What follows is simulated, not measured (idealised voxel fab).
process module | voxel transistor to metal
cross-section cut | 200 nm wide | cells 5 nm
A cross-section is a grid of square cells, given in bands from the top down. A band is one or more rows of cells.
Each band's line starts with the height of the band's top and of its bottom, in nm. Then come its materials from left to right, each with its width in nm. One material with "throughout" fills the band from edge to edge. "air" is empty space.
Height 0 is the level under which the wafer as received is all one material. The lowest band goes on downwards, as in "0 down".
A width such as "30 to 40" changes by the same amount from each row of cells to the next, from the band's top row to its bottom row.
"no change" after a step means that no cell of the cross-section changed.
closed voids: empty space of 8 cells or more with no open way to the top, each as width x height at its distance from the left edge, in nm
after a step's settings: what the simulator itself notes on the step
overlay nm, on a step with a mask: how far to the right of its planned place the mask lay; to the left if negative
plan
1 op RECEIVE | material Si
2 op CONFORMAL_DEP | material SiO2 | thk nm 5
3 op CONFORMAL_DEP | material SiN | thk nm 15
4 op MASKED_ETCH | tone cover | mask id ACTIVE | width nm 95 | etch materials SiN | depth nm 15 | overlay nm 0
5 op MASKED_ETCH | tone cover | mask id ACTIVE | width nm 95 | etch materials SiO2 | depth nm 5 | overlay nm 0
6 op MASKED_ETCH | tone cover | mask id ACTIVE | width nm 95 | etch materials Si | depth nm 30 | overlay nm 0
7 op OXIDIZE | depth nm 5
8 op FILL_DEP | material SiO2 | thk nm 10
9 op CMP | height nm 20
10 op SELECTIVE_ETCH | etch materials SiO2 | depth nm 10
11 op STRIP | etch materials SiN
12 op SELECTIVE_ETCH | etch materials SiO2 | depth nm 5
13 op OXIDIZE | depth nm 5
14 op DIRECTIONAL_DEP | material polySi | thk nm 30
15 op DIRECTIONAL_DEP | material SiCN | thk nm 15
16 op PATTERN | tone cover | mask id GATE | material resist | width nm 15 | thk nm 20 | overlay nm 0
17 op DIRECTIONAL_ETCH | etch materials SiCN | depth nm 25
18 op DIRECTIONAL_ETCH | etch materials polySi | depth nm 40
19 op STRIP | etch materials resist
20 op CONFORMAL_DEP | material SiO2 | thk nm 5
21 op DIRECTIONAL_ETCH | etch materials SiO2 | depth nm 5
22 op CONFORMAL_DEP | material SiN | thk nm 5
23 op DIRECTIONAL_ETCH | etch materials SiN | depth nm 5
24 op DIRECTIONAL_ETCH | etch materials SiO2 | depth nm 5
25 op DIRECTIONAL_ETCH | etch materials Si | depth nm 15
26 op EPI | material pSi | thk nm 20
27 op FILL_DEP | material SiO2 | thk nm 5
28 op CMP | height nm 45
29 op DIRECTIONAL_DEP | material SiO2 | thk nm 10
30 op PATTERN | tone open | mask id CONTACT | material resist | width nm 20 | pitch nm 65 | thk nm 20 | overlay nm 0
31 op DIRECTIONAL_ETCH | etch materials SiO2 | depth nm 55
32 op STRIP | etch materials resist
33 op CONFORMAL_DEP | material TiN | thk nm 5
34 op FILL_DEP | material Ru | thk nm 5
35 op CMP | height nm 55
36 op DIRECTIONAL_DEP | material TiN | thk nm 5
37 op DIRECTIONAL_DEP | material W | thk nm 25
38 op MASKED_ETCH | tone cover | mask id METAL_1 | width nm 20 | pitch nm 65 | etch materials W | depth nm 25 | overlay nm 0
39 op MASKED_ETCH | tone cover | mask id METAL_1 | width nm 20 | pitch nm 65 | etch materials TiN | depth nm 5 | overlay nm 0
40 op CONFORMAL_DEP | material SiCN | thk nm 5
41 op FILL_DEP | material lowk | thk nm 5
42 op CMP | height nm 85
43 op CONFORMAL_DEP | material SiCN | thk nm 5
44 op DIRECTIONAL_DEP | material SiO2 | thk nm 35
45 op MASKED_ETCH | tone open | mask id METAL_2 | width nm 20 | pitch nm 65 | etch materials SiO2 | depth nm 20 | overlay nm 0
46 op MASKED_ETCH | tone open | mask id METAL_2_HOLES | width nm 15 | pitch nm 65 | etch materials SiO2 | depth nm 15 | overlay nm 0
47 op MASKED_ETCH | tone open | mask id METAL_2_HOLES | width nm 15 | pitch nm 65 | etch materials SiCN | depth nm 5 | overlay nm 0
48 op CONFORMAL_DEP | material TiN | thk nm 5
49 op FILL_DEP | material Cu | thk nm 5
50 op CMP | height nm 125
51 op CONFORMAL_DEP | material SiN | thk nm 5
as received, after step 1
  0 down: Si throughout
  closed voids: none
a wafer at the end: this start, this plan, one mistake
  130 to 125: SiN throughout
  125 to 110: SiO2 55 | TiN 5 | Cu 10 | TiN 5 | SiO2 45 | TiN 5 | Cu 10 | TiN 5 | SiO2 60
  110 to 105: SiO2 55 | TiN 5 | Cu 5 | TiN 10 | SiO2 45 | TiN 5 | Cu 5 | TiN 10 | SiO2 60
  105 to 90: SiO2 55 | TiN 5 | Cu 5 | TiN 5 | SiO2 50 | TiN 5 | Cu 5 | TiN 5 | SiO2 65
  90 to 85: SiCN 55 | TiN 15 | SiCN 50 | TiN 15 | SiCN 65
  85 to 60: lowk 50 | SiCN 5 | W 20 | SiCN 5 | lowk 35 | SiCN 5 | W 20 | SiCN 5 | lowk 55
  60 to 55: SiCN 55 | TiN 20 | SiCN 45 | TiN 20 | SiCN 60
  55 to 45: SiO2 50 | TiN 5 | Ru 20 | TiN 5 | SiO2 35 | TiN 5 | Ru 20 | TiN 5 | SiO2 55
  45 to 30: SiO2 50 | TiN 5 | Ru 20 | TiN 5 | SiN 5 | SiO2 5 | SiCN 15 | SiO2 5 | SiN 5 | TiN 5 | Ru 20 | TiN 5 | SiO2 55
  30 to 20: SiO2 50 | TiN 5 | Ru 20 | TiN 5 | SiN 5 | SiO2 5 | polySi 15 | SiO2 5 | SiN 5 | TiN 5 | Ru 20 | TiN 5 | SiO2 55
  20 to 15: SiO2 50 | TiN 30 | SiN 5 | SiO2 5 | polySi 15 | SiO2 5 | SiN 5 | TiN 30 | SiO2 55
  15 to 5: SiO2 50 | TiN 10 | pSi 20 | SiN 5 | SiO2 5 | polySi 15 | SiO2 5 | SiN 5 | pSi 20 | TiN 10 | SiO2 55
  5 to 0: SiO2 50 | SiN 5 | TiN 5 | pSi 20 | SiN 5 | SiO2 5 | polySi 15 | SiO2 5 | SiN 5 | pSi 20 | TiN 5 | SiN 5 | SiO2 55
  0 to -5: SiO2 55 | pSi 25 | SiO2 35 | pSi 25 | SiO2 60
  -5 to -20: SiO2 55 | pSi 25 | Si 35 | pSi 25 | SiO2 60
  -20 to -35: SiO2 55 | Si 85 | SiO2 60
  -35 down: Si throughout
  closed voids: none
what went wrong: step 30 ran as: op PATTERN | tone open | mask id CONTACT | material resist | width nm 30 | pitch nm 65 | thk nm 20 | overlay nm 0
